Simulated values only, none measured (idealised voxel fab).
The process module presented herein is designated voxel double patterning.
The width of the displayed cross-section, cut, is 260 nm; its cells are square, with a size of 5 nm.
Cross-section spec: square-cell grid; bands listed top down; each band is one or more rows.
What a band's entry tells you: where the top is and where the bottom is, as heights in nm, and after that what lies inside, material by material from left to right, each with its width in nm. Empty space is written as the word "blank", and a single material marked with the word "everywhere" occupies the band from edge to edge.
We count height from 0. Below that, the starting wafer is all one material. The lowest band never ends at the bottom but goes on down; see "z 0 and below" for how that is written.
The notation "30..40" denotes a width that varies across the rows of cells in the band, beginning at the first number in the top row, finishing at the second number in the bottom row, and changing by an identical amount from each row to the next.
It should be understood that the words "left unchanged", when stated for a given step, signify that the cross-section underwent no change in any of its cells during that step.
Empty spaces without an open route to the top, at least 8 cells in extent, make up the entry "Closed void catalog"; each is given as width x height at distance, where the distance is measured from the left edge, and all are in nm.
It should be noted that, on the line of a given step, the content following the step's settings is a remark produced by the simulator itself with respect to that step.
Regarding "overlay nm": on a step with a mask, it is the distance the mask lay to the right of its planned place; a negative value places it to the left.
Process steps foreseen in the plan
| 1 | RECEIVE, material Si |
| 2 | CONFORMAL_DEP, material SiN, thk nm 10 |
| 3 | DIRECTIONAL_DEP, material SiO2, thk nm 15 |
| 4 | DIRECTIONAL_DEP, material SiCN, thk nm 10 |
| 5 | PATTERN, tone open, mask id FIRST, material resist, width nm 15, pitch nm 50, thk nm 15, overlay nm 0 |
| 6 | DIRECTIONAL_ETCH, etch materials SiCN, depth nm 10 |
| 7 | STRIP, etch materials resist |
| 8 | DIRECTIONAL_DEP, material aC, thk nm 15 |
| 9 | PATTERN, tone open, mask id SECOND, material resist, width nm 15, thk nm 35, overlay nm 0 |
| 10 | DIRECTIONAL_ETCH, etch materials aC, depth nm 15 |
| 11 | STRIP, etch materials resist |
| 12 | DIRECTIONAL_ETCH, etch materials SiCN, depth nm 10 |
| 13 | STRIP, etch materials aC |
| 14 | DIRECTIONAL_ETCH, etch materials SiO2, depth nm 15 |
| 15 | STRIP, etch materials SiCN |
The cross-section here shows the wafer as received, i.e. in its state after step 1
z 0 and below = Si everywhere
Closed void catalog: none
Cross-sectional image of the first of two wafers at the end of the module, the run having proceeded as planned
z 25 to 10 = 95 nm SiO2 | 15 nm blank | 10 nm SiO2 | 15 nm blank | 10 nm SiO2 | 15 nm blank | 100 nm SiO2
z 10 to 0 = SiN everywhere
z 0 and below = Si everywhere
Closed void catalog: none
What the second wafer looks like in cross-section once the module is done. Its start and its plan matched the first wafer's exactly; what differed was one mistake in how it was run
z 25 to 20 = 95 nm SiO2 | 15 nm blank | 10 nm SiO2 | 15 nm blank | 10 nm SiO2 | 15 nm blank | 100 nm SiO2
z 20 to 10 = SiO2 everywhere
z 10 to 0 = SiN everywhere
z 0 and below = Si everywhere
Closed void catalog: none
It is concluded that the wafer was processed incorrectly with respect to the plan, in that step 14 deviated from plan and actually ran as DIRECTIONAL_ETCH, etch materials SiO2, depth nm 5
At the finish, the second wafer shows more or fewer cells for some materials than the first does: SiO2 +18
